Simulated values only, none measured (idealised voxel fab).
Process module in this document: voxel quadruple lines
Xsec cut, 140 nm wide, square cell size 5 nm.
In what follows, cross-sections appear as grids of square cells, described through bands that run from the top down, where every band is one or more rows of cells. The band entry comprises the height of the band's top followed by the height of its bottom, expressed in nm, and subsequently the band's materials from left to right, each stated together with its width in nm. Where a single material is marked with the word "edge to edge", that material fills the band from edge to edge. The word "blank" represents empty space. Where do heights start? At 0: under that level the wafer as delivered is made of one material only. And the lowest band has no floor; it just carries on downward, as in "0 down". Read "30->40" as a graded width: first number on top, second number at the bottom, same change between each pair of neighbouring rows. Reading "same as before" for a step: not a cell of the cross-section changed in it. For the entry "Closed empty spaces", the listed items are empty spaces with no open way to the top whose size is 8 cells or more; each item follows the pattern width x height at distance, where distance is from the left edge and all three are in nm. Note: text after step settings on the step line = simulator remark on that step. Regarding "overlay nm": on a step with a mask, it is the distance the mask lay to the right of its planned place; a negative value places it to the left.
INTENDED PROCESS STEPS
1,RECEIVE, material Si
2,CONFORMAL_DEP, material Al2O3, thk nm 10
3,DIRECTIONAL_DEP, material W, thk nm 15
4,DIRECTIONAL_DEP, material polySi, thk nm 20
5,DIRECTIONAL_DEP, material aC, thk nm 20
6,PATTERN, tone cover, mask id MANDREL, material resist, width nm 20, thk nm 25, overlay nm 0
7,DIRECTIONAL_ETCH, etch materials aC, depth nm 20
8,STRIP, etch materials resist
9,CONFORMAL_DEP, material SiO2, thk nm 10
10,DIRECTIONAL_ETCH, etch materials SiO2, depth nm 10
11,STRIP, etch materials aC
12,DIRECTIONAL_ETCH, etch materials polySi, depth nm 20
13,STRIP, etch materials SiO2
14,CONFORMAL_DEP, material SiN, thk nm 5
15,DIRECTIONAL_ETCH, etch materials SiN, depth nm 5
16,STRIP, etch materials polySi
17,DIRECTIONAL_ETCH, etch materials W, depth nm 15
18,STRIP, etch materials SiN
19,FILL_DEP, material lowk, thk nm 5
20,CMP, height nm 25
WAFER AT RECEIPT (POST STEP 1), CROSS-SECTION
- 0 down: Si edge to edge
- Closed empty spaces: none
FIRST OF TWO WAFERS: CROSS-SECTION AT END OF MODULE, RUN PER PLAN
- 25 to 10: lowk (45), W (5), lowk (10), W (5), lowk (10), W (5), lowk (10), W (5), lowk (45)
- 10 to 0: Al2O3 edge to edge
- 0 down: Si edge to edge
- Closed empty spaces: none
NOW THE SECOND WAFER, CROSS-SECTIONED AT THE END OF THE MODULE. NOTHING DIFFERENT AT THE START, NOTHING DIFFERENT IN THE PLAN COMPARED WITH THE FIRST, JUST ONE MISTAKE WHEN IT WAS ACTUALLY RUN
- 25 to 10: lowk (50), W (10), lowk (20), W (10), lowk (50)
- 10 to 0: Al2O3 edge to edge
- 0 down: Si edge to edge
- Closed empty spaces: none
What was done differently from what was planned? step 16 ran differently from the plan; actual operation with settings: STRIP, etch materials SiN
At the end, each material covers as many cells on the second wafer as it does on the first, though the cells it covers are elsewhere.
